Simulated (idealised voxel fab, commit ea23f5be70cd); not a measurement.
Name of the process module below: voxel capacitor over wiring
Cross-sectional view cut (width: 160 nm; square cell size: 5 nm).
Bands, listed from the top down, are how a cross-section gets written in this document; the cross-section itself is a grid of square cells, and a band is one or more rows of them. Basically the band line says how high the top is and how high the bottom is, in nm, and then what's in it from left to right, every material with its width in nm. Empty space shows up as "blank", and if a single material carries "full width" it runs the full band edge to edge. Counting heights begins at 0, where everything beneath is, in the wafer as received, one material. The lowest band has no bottom; it goes on downwards, as "0 and below" shows. Note: "30 to 40" means the width goes from the first number (top row of the band) to the second number (bottom row) in equal steps per row of cells. "no alterations made" for a step: no cell of the cross-section changed in that step. Entry "Closed void list". Content: empty spaces with no open connection to the top, size 8 cells or greater. Each: width x height at distance. Distance: from left edge. Unit: nm. Formally, on a step line, whatever follows the settings is a remark that the simulator itself makes on the step. When a step includes a mask, the "overlay nm" setting on its line states how far to the right of its planned place that mask lay, and negative values state how far to the left.

## Listed below are the process steps as planned
1) RECEIVE [material Si]
2) CONFORMAL_DEP [material SiO2] [thk nm 10]
3) DIRECTIONAL_DEP [material TiN] [thk nm 5]
4) DIRECTIONAL_DEP [material Ru] [thk nm 25]
5) DIRECTIONAL_DEP [material aC] [thk nm 10]
6) PATTERN [tone cover] [mask id METAL_1] [material resist] [width nm 20] [pitch nm 85] [thk nm 30] [overlay nm 0]
7) DIRECTIONAL_ETCH [etch materials aC] [depth nm 10]
8) STRIP [etch materials resist]
9) DIRECTIONAL_ETCH [etch materials Ru] [depth nm 25]
10) DIRECTIONAL_ETCH [etch materials TiN] [depth nm 5]
11) STRIP [etch materials aC]
12) FILL_DEP [material lowk] [thk nm 10]
13) CMP [height nm 40]
14) CONFORMAL_DEP [material SiCN] [thk nm 5]
15) DIRECTIONAL_DEP [material lowk] [thk nm 15]
16) PATTERN [tone open] [mask id PLUG_1] [material resist] [width nm 15] [thk nm 15] [overlay nm 0]
17) DIRECTIONAL_ETCH [etch materials lowk] [depth nm 15]
18) DIRECTIONAL_ETCH [etch materials SiCN] [depth nm 5]
19) STRIP [etch materials resist]
20) EPI [material Ru] [thk nm 10]
21) EPI [material Ru] [thk nm 10]
22) DIRECTIONAL_DEP [material TiN] [thk nm 5]
23) DIRECTIONAL_DEP [material HfO2] [thk nm 5]
24) DIRECTIONAL_DEP [material TiN] [thk nm 10]
25) PATTERN [tone cover] [mask id UPPER_PLATE] [material resist] [width nm 70] [thk nm 15] [overlay nm 0]
26) DIRECTIONAL_ETCH [etch materials TiN] [depth nm 10]
27) DIRECTIONAL_ETCH [etch materials HfO2] [depth nm 5]
28) STRIP [etch materials resist]
29) DIRECTIONAL_DEP [material aC] [thk nm 15]
30) PATTERN [tone cover] [mask id LOWER_PLATE] [material resist] [width nm 80] [thk nm 35] [overlay nm 0]
31) DIRECTIONAL_ETCH [etch materials aC] [depth nm 15]
32) STRIP [etch materials resist]
33) DIRECTIONAL_ETCH [etch materials TiN] [depth nm 5]
34) STRIP [etch materials aC]
35) FILL_DEP [material SiO2] [thk nm 15]
36) CMP [height nm 90]
37) MASKED_ETCH [tone open] [mask id PLUG_2] [width nm 15] [etch materials SiO2] [depth nm 10] [overlay nm 0]
38) CONFORMAL_DEP [material TiN] [thk nm 5]
39) FILL_DEP [material Ru] [thk nm 10]
40) CMP [height nm 90]
41) CONFORMAL_DEP [material SiCN] [thk nm 5]

## The first wafer of two, processed as planned

## Cross-section of the wafer at receipt, which is the condition after step 1
* 0 and below: Si full width
* Closed void list: none

## Wafer xsec, post step 2
* 10 down to 0: SiO2 full width
* Anything lower than 0 is untouched.

## Wafer xsec, post step 3
* 15 down to 10: TiN full width
* Anything lower than 10 is untouched.

## Wafer xsec, post step 4
* 40 down to 15: Ru full width
* Anything lower than 15 is untouched.

## Wafer xsec, post step 5
* 50 down to 40: aC full width
* Anything lower than 40 is untouched.

## Wafer xsec, post step 6
* 80 down to 50: 25 of blank / 20 of resist / 65 of blank / 20 of resist / 30 of blank
* Anything lower than 50 is untouched.

## Wafer xsec, post step 7
* 70 down to 50: 25 of blank / 20 of resist / 65 of blank / 20 of resist / 30 of blank
* 50 down to 40: 25 of blank / 20 of aC / 65 of blank / 20 of aC / 30 of blank
* Anything lower than 40 is untouched.

## Wafer xsec, post step 8
* 50 down to 40: 25 of blank / 20 of aC / 65 of blank / 20 of aC / 30 of blank
* Anything lower than 40 is untouched.

## Wafer xsec, post step 9
* 50 down to 40: 25 of blank / 20 of aC / 65 of blank / 20 of aC / 30 of blank
* 40 down to 15: 25 of blank / 20 of Ru / 65 of blank / 20 of Ru / 30 of blank
* Anything lower than 15 is untouched.

## Wafer xsec, post step 10
* 50 down to 40: 25 of blank / 20 of aC / 65 of blank / 20 of aC / 30 of blank
* 40 down to 15: 25 of blank / 20 of Ru / 65 of blank / 20 of Ru / 30 of blank
* 15 down to 10: 25 of blank / 20 of TiN / 65 of blank / 20 of TiN / 30 of blank
* Anything lower than 10 is untouched.

## Wafer xsec, post step 11
* 40 down to 15: 25 of blank / 20 of Ru / 65 of blank / 20 of Ru / 30 of blank
* Anything lower than 15 is untouched.

## Wafer xsec, post step 12
* 50 down to 40: lowk full width
* 40 down to 15: 25 of lowk / 20 of Ru / 65 of lowk / 20 of Ru / 30 of lowk
* 15 down to 10: 25 of lowk / 20 of TiN / 65 of lowk / 20 of TiN / 30 of lowk
* Anything lower than 10 is untouched.

## Wafer xsec, post step 13
* 40 down to 15: 25 of lowk / 20 of Ru / 65 of lowk / 20 of Ru / 30 of lowk
* Anything lower than 15 is untouched.

## Wafer xsec, post step 14
* 45 down to 40: SiCN full width
* Anything lower than 40 is untouched.

## Wafer xsec, post step 15
* 60 down to 45: lowk full width
* Anything lower than 45 is untouched.

## Wafer xsec, post step 16
* 75 down to 60: 30 of resist / 15 of blank / 115 of resist
* Anything lower than 60 is untouched.

## Wafer xsec, post step 17
* 75 down to 60: 30 of resist / 15 of blank / 115 of resist
* 60 down to 45: 30 of lowk / 15 of blank / 115 of lowk
* Anything lower than 45 is untouched.

## Wafer xsec, post step 18
* 75 down to 60: 30 of resist / 15 of blank / 115 of resist
* 60 down to 45: 30 of lowk / 15 of blank / 115 of lowk
* 45 down to 40: 30 of SiCN / 15 of blank / 115 of SiCN
* Anything lower than 40 is untouched.

## Wafer xsec, post step 19
* 60 down to 45: 30 of lowk / 15 of blank / 115 of lowk
* Anything lower than 45 is untouched.

## Wafer xsec, post step 20
* 60 down to 50: 30 of lowk / 15 of blank / 115 of lowk
* 50 down to 45: 30 of lowk / 15 of Ru / 115 of lowk
* 45 down to 40: 30 of SiCN / 15 of Ru / 115 of SiCN
* Anything lower than 40 is untouched.

## Wafer xsec, post step 21
* 60 down to 45: 30 of lowk / 15 of Ru / 115 of lowk
* Anything lower than 45 is untouched.

## Wafer xsec, post step 22
* 65 down to 60: TiN full width
* Anything lower than 60 is untouched.

## Wafer xsec, post step 23
* 70 down to 65: HfO2 full width
* Anything lower than 65 is untouched.

## Wafer xsec, post step 24
* 80 down to 70: TiN full width
* Anything lower than 70 is untouched.

## Wafer xsec, post step 25
* 95 down to 80: 30 of blank / 70 of resist / 60 of blank
* Anything lower than 80 is untouched.

## Wafer xsec, post step 26
* 95 down to 80: 30 of blank / 70 of resist / 60 of blank
* 80 down to 70: 30 of blank / 70 of TiN / 60 of blank
* Anything lower than 70 is untouched.

## Wafer xsec, post step 27
* 95 down to 80: 30 of blank / 70 of resist / 60 of blank
* 80 down to 70: 30 of blank / 70 of TiN / 60 of blank
* 70 down to 65: 30 of blank / 70 of HfO2 / 60 of blank
* Anything lower than 65 is untouched.

## Wafer xsec, post step 28
* 80 down to 70: 30 of blank / 70 of TiN / 60 of blank
* Anything lower than 70 is untouched.

## Wafer xsec, post step 29
* 95 down to 80: 30 of blank / 70 of aC / 60 of blank
* 80 down to 70: 30 of aC / 70 of TiN / 60 of aC
* 70 down to 65: 30 of aC / 70 of HfO2 / 60 of aC
* Anything lower than 65 is untouched.

## Wafer xsec, post step 30
* 130 down to 95: 25 of blank / 80 of resist / 55 of blank
* 95 down to 80: 25 of blank / 5 of resist / 70 of aC / 5 of resist / 55 of blank
* Anything lower than 80 is untouched.

## Wafer xsec, post step 31
* 115 down to 95: 25 of blank / 80 of resist / 55 of blank
* 95 down to 80: 25 of blank / 5 of resist / 70 of aC / 5 of resist / 55 of blank
* 80 down to 70: 25 of blank / 5 of aC / 70 of TiN / 5 of aC / 55 of blank
* 70 down to 65: 25 of blank / 5 of aC / 70 of HfO2 / 5 of aC / 55 of blank
* Anything lower than 65 is untouched.

## Wafer xsec, post step 32
* 95 down to 80: 30 of blank / 70 of aC / 60 of blank
* Anything lower than 80 is untouched.

## Wafer xsec, post step 33
* 95 down to 80: 30 of blank / 70 of aC / 60 of blank
* 80 down to 70: 25 of blank / 5 of aC / 70 of TiN / 5 of aC / 55 of blank
* 70 down to 65: 25 of blank / 5 of aC / 70 of HfO2 / 5 of aC / 55 of blank
* 65 down to 60: 25 of blank / 80 of TiN / 55 of blank
* Anything lower than 60 is untouched.

## Wafer xsec, post step 34
* 80 down to 70: 30 of blank / 70 of TiN / 60 of blank
* 70 down to 65: 30 of blank / 70 of HfO2 / 60 of blank
* Anything lower than 65 is untouched.

## Wafer xsec, post step 35
* 95 down to 80: SiO2 full width
* 80 down to 70: 30 of SiO2 / 70 of TiN / 60 of SiO2
* 70 down to 65: 30 of SiO2 / 70 of HfO2 / 60 of SiO2
* 65 down to 60: 25 of SiO2 / 80 of TiN / 55 of SiO2
* Anything lower than 60 is untouched.

## Wafer xsec, post step 36
* 90 down to 80: SiO2 full width
* Anything lower than 80 is untouched.

## Wafer xsec, post step 37
* 90 down to 80: 40 of SiO2 / 15 of blank / 105 of SiO2
* Anything lower than 80 is untouched.

## Wafer xsec, post step 38
* 95 down to 90: 45 of TiN / 5 of blank / 110 of TiN
* 90 down to 85: 40 of SiO2 / 5 of TiN / 5 of blank / 5 of TiN / 105 of SiO2
* 85 down to 80: 40 of SiO2 / 15 of TiN / 105 of SiO2
* Anything lower than 80 is untouched.

## Wafer xsec, post step 39
* 105 down to 95: Ru full width
* 95 down to 90: 45 of TiN / 5 of Ru / 110 of TiN
* 90 down to 85: 40 of SiO2 / 5 of TiN / 5 of Ru / 5 of TiN / 105 of SiO2
* Anything lower than 85 is untouched.

## Wafer xsec, post step 40
* 90 down to 85: 40 of SiO2 / 5 of TiN / 5 of Ru / 5 of TiN / 105 of SiO2
* Anything lower than 85 is untouched.

## Wafer xsec, post step 41
* 95 down to 90: SiCN full width
* Anything lower than 90 is untouched.

## The second wafer began exactly as the first did and followed the same plan, but one mistake was made while running it; through step 14 inclusive, the two wafers are identical

## At the planned end of step 15, the second wafer in cross-section
* 55 down to 45: lowk full width
* Anything lower than 45 is untouched.

## At the planned end of step 16, the second wafer in cross-section
* 70 down to 55: 30 of resist / 15 of blank / 115 of resist
* Anything lower than 55 is untouched.

## At the planned end of step 17, the second wafer in cross-section
* 70 down to 55: 30 of resist / 15 of blank / 115 of resist
* 55 down to 45: 30 of lowk / 15 of blank / 115 of lowk
* Anything lower than 45 is untouched.

## At the planned end of step 18, the second wafer in cross-section
* 70 down to 55: 30 of resist / 15 of blank / 115 of resist
* 55 down to 45: 30 of lowk / 15 of blank / 115 of lowk
* 45 down to 40: 30 of SiCN / 15 of blank / 115 of SiCN
* Anything lower than 40 is untouched.

## At the planned end of step 19, the second wafer in cross-section
* 55 down to 45: 30 of lowk / 15 of blank / 115 of lowk
* Anything lower than 45 is untouched.

## At the planned end of step 20, the second wafer in cross-section
* 55 down to 50: 30 of lowk / 15 of blank / 115 of lowk
* 50 down to 45: 30 of lowk / 15 of Ru / 115 of lowk
* 45 down to 40: 30 of SiCN / 15 of Ru / 115 of SiCN
* Anything lower than 40 is untouched.

## At the planned end of step 21, the second wafer in cross-section
* 60 down to 55: 25 of blank / 25 of Ru / 110 of blank
* 55 down to 45: 30 of lowk / 15 of Ru / 115 of lowk
* Anything lower than 45 is untouched.

## At the planned end of step 22, the second wafer in cross-section
* 65 down to 60: 25 of blank / 25 of TiN / 110 of blank
* 60 down to 55: 25 of TiN / 25 of Ru / 110 of TiN
* Anything lower than 55 is untouched.

## At the planned end of step 23, the second wafer in cross-section
* 70 down to 65: 25 of blank / 25 of HfO2 / 110 of blank
* 65 down to 60: 25 of HfO2 / 25 of TiN / 110 of HfO2
* Anything lower than 60 is untouched.

## At the planned end of step 24, the second wafer in cross-section
* 80 down to 75: 25 of blank / 25 of TiN / 110 of blank
* 75 down to 70: TiN full width
* 70 down to 65: 25 of TiN / 25 of HfO2 / 110 of TiN
* Anything lower than 65 is untouched.

## At the planned end of step 25, the second wafer in cross-section
* 95 down to 80: 30 of blank / 70 of resist / 60 of blank
* 80 down to 75: 25 of blank / 25 of TiN / 50 of resist / 60 of blank
* Anything lower than 75 is untouched.

## At the planned end of step 26, the second wafer in cross-section
* 95 down to 80: 30 of blank / 70 of resist / 60 of blank
* 80 down to 75: 30 of blank / 20 of TiN / 50 of resist / 60 of blank
* 75 down to 70: 30 of blank / 70 of TiN / 60 of blank
* 70 down to 65: 25 of blank / 25 of HfO2 / 50 of TiN / 60 of blank
* Anything lower than 65 is untouched.

## At the planned end of step 27, the second wafer in cross-section
* 95 down to 80: 30 of blank / 70 of resist / 60 of blank
* 80 down to 75: 30 of blank / 20 of TiN / 50 of resist / 60 of blank
* 75 down to 70: 30 of blank / 70 of TiN / 60 of blank
* 70 down to 65: 30 of blank / 20 of HfO2 / 50 of TiN / 60 of blank
* 65 down to 60: 25 of blank / 25 of TiN / 50 of HfO2 / 60 of blank
* Anything lower than 60 is untouched.

## At the planned end of step 28, the second wafer in cross-section
* 80 down to 70: 30 of blank / 20 to 70 of TiN / 110 to 60 of blank
* Anything lower than 70 is untouched.

## At the planned end of step 29, the second wafer in cross-section
* 95 down to 90: 30 of blank / 20 of aC / 110 of blank
* 90 down to 80: 30 of blank / 70 of aC / 60 of blank
* 80 down to 75: 25 of blank / 5 of aC / 20 of TiN / 50 of aC / 60 of blank
* 75 down to 70: 30 of aC / 70 of TiN / 60 of aC
* 70 down to 65: 30 of aC / 20 of HfO2 / 50 of TiN / 60 of aC
* 65 down to 60: 25 of aC / 25 of TiN / 50 of HfO2 / 60 of aC
* Anything lower than 60 is untouched.

## At the planned end of step 30, the second wafer in cross-section
* 130 down to 95: 25 of blank / 80 of resist / 55 of blank
* 95 down to 90: 25 of blank / 5 of resist / 20 of aC / 55 of resist / 55 of blank
* 90 down to 80: 25 of blank / 5 of resist / 70 of aC / 5 of resist / 55 of blank
* 80 down to 75: 25 of blank / 5 of aC / 20 of TiN / 50 of aC / 5 of resist / 55 of blank
* Anything lower than 75 is untouched.

## At the planned end of step 31, the second wafer in cross-section
* 115 down to 95: 25 of blank / 80 of resist / 55 of blank
* 95 down to 90: 25 of blank / 5 of resist / 20 of aC / 55 of resist / 55 of blank
* 90 down to 80: 25 of blank / 5 of resist / 70 of aC / 5 of resist / 55 of blank
* 80 down to 75: 25 of blank / 5 of aC / 20 of TiN / 50 of aC / 5 of resist / 55 of blank
* 75 down to 70: 25 of blank / 5 of aC / 70 of TiN / 5 of aC / 55 of blank
* 70 down to 65: 25 of blank / 5 of aC / 20 of HfO2 / 50 of TiN / 5 of aC / 55 of blank
* 65 down to 60: 25 of blank / 25 of TiN / 50 of HfO2 / 5 of aC / 55 of blank
* Anything lower than 60 is untouched.

## At the planned end of step 32, the second wafer in cross-section
* 95 down to 90: 30 of blank / 20 of aC / 110 of blank
* 90 down to 80: 30 of blank / 70 of aC / 60 of blank
* 80 down to 70: 25 of blank / 5 of aC / 20 to 70 of TiN / 50 to 5 of aC / 60 to 55 of blank
* Anything lower than 70 is untouched.

## At the planned end of step 33, the second wafer in cross-section
* 95 down to 90: 30 of blank / 20 of aC / 110 of blank
* 90 down to 80: 30 of blank / 70 of aC / 60 of blank
* 80 down to 70: 25 of blank / 5 of aC / 20 to 70 of TiN / 50 to 5 of aC / 60 to 55 of blank
* 70 down to 65: 25 of blank / 5 of aC / 20 of HfO2 / 50 of TiN / 5 of aC / 55 of blank
* 65 down to 60: 25 of blank / 25 of TiN / 50 of HfO2 / 5 of aC / 55 of blank
* 60 down to 55: 25 of blank / 25 of Ru / 55 of TiN / 55 of blank
* Anything lower than 55 is untouched.

## At the planned end of step 34, the second wafer in cross-section
* 80 down to 70: 30 of blank / 20 to 70 of TiN / 110 to 60 of blank
* 70 down to 65: 30 of blank / 20 of HfO2 / 50 of TiN / 60 of blank
* 65 down to 60: 25 of blank / 25 of TiN / 50 of HfO2 / 60 of blank
* Anything lower than 60 is untouched.

## At the planned end of step 35, the second wafer in cross-section
* 95 down to 80: SiO2 full width
* 80 down to 70: 30 of SiO2 / 20 to 70 of TiN / 110 to 60 of SiO2
* 70 down to 65: 30 of SiO2 / 20 of HfO2 / 50 of TiN / 60 of SiO2
* 65 down to 60: 25 of SiO2 / 25 of TiN / 50 of HfO2 / 60 of SiO2
* 60 down to 55: 25 of SiO2 / 25 of Ru / 55 of TiN / 55 of SiO2
* Anything lower than 55 is untouched.

## At the planned end of step 36, the second wafer in cross-section
* 90 down to 80: SiO2 full width
* Anything lower than 80 is untouched.

## At the planned end of step 37, the second wafer in cross-section
* 90 down to 80: 40 of SiO2 / 15 of blank / 105 of SiO2
* Anything lower than 80 is untouched.

## At the planned end of step 38, the second wafer in cross-section
* 95 down to 90: 45 of TiN / 5 of blank / 110 of TiN
* 90 down to 85: 40 of SiO2 / 5 of TiN / 5 of blank / 5 of TiN / 105 of SiO2
* 85 down to 75: 40 to 30 of SiO2 / 15 to 20 of TiN / 105 to 110 of SiO2
* Anything lower than 75 is untouched.

## At the planned end of step 39, the second wafer in cross-section
* 105 down to 95: Ru full width
* 95 down to 90: 45 of TiN / 5 of Ru / 110 of TiN
* 90 down to 85: 40 of SiO2 / 5 of TiN / 5 of Ru / 5 of TiN / 105 of SiO2
* Anything lower than 85 is untouched.

## At the planned end of step 40, the second wafer in cross-section
* 90 down to 85: 40 of SiO2 / 5 of TiN / 5 of Ru / 5 of TiN / 105 of SiO2
* Anything lower than 85 is untouched.

## At the planned end of step 41, the second wafer in cross-section
* 95 down to 90: SiCN full width
* Anything lower than 90 is untouched.
What went wrong in running the wafer? heads up, step 15 didn't go per plan, it actually ran as DIRECTIONAL_DEP [material lowk] [thk nm 10]
Wrapping up, a cell-based count of both wafers puts the second over or under the first for these materials: Ru: 2 more, SiO2: 27 more, lowk: 29 fewer
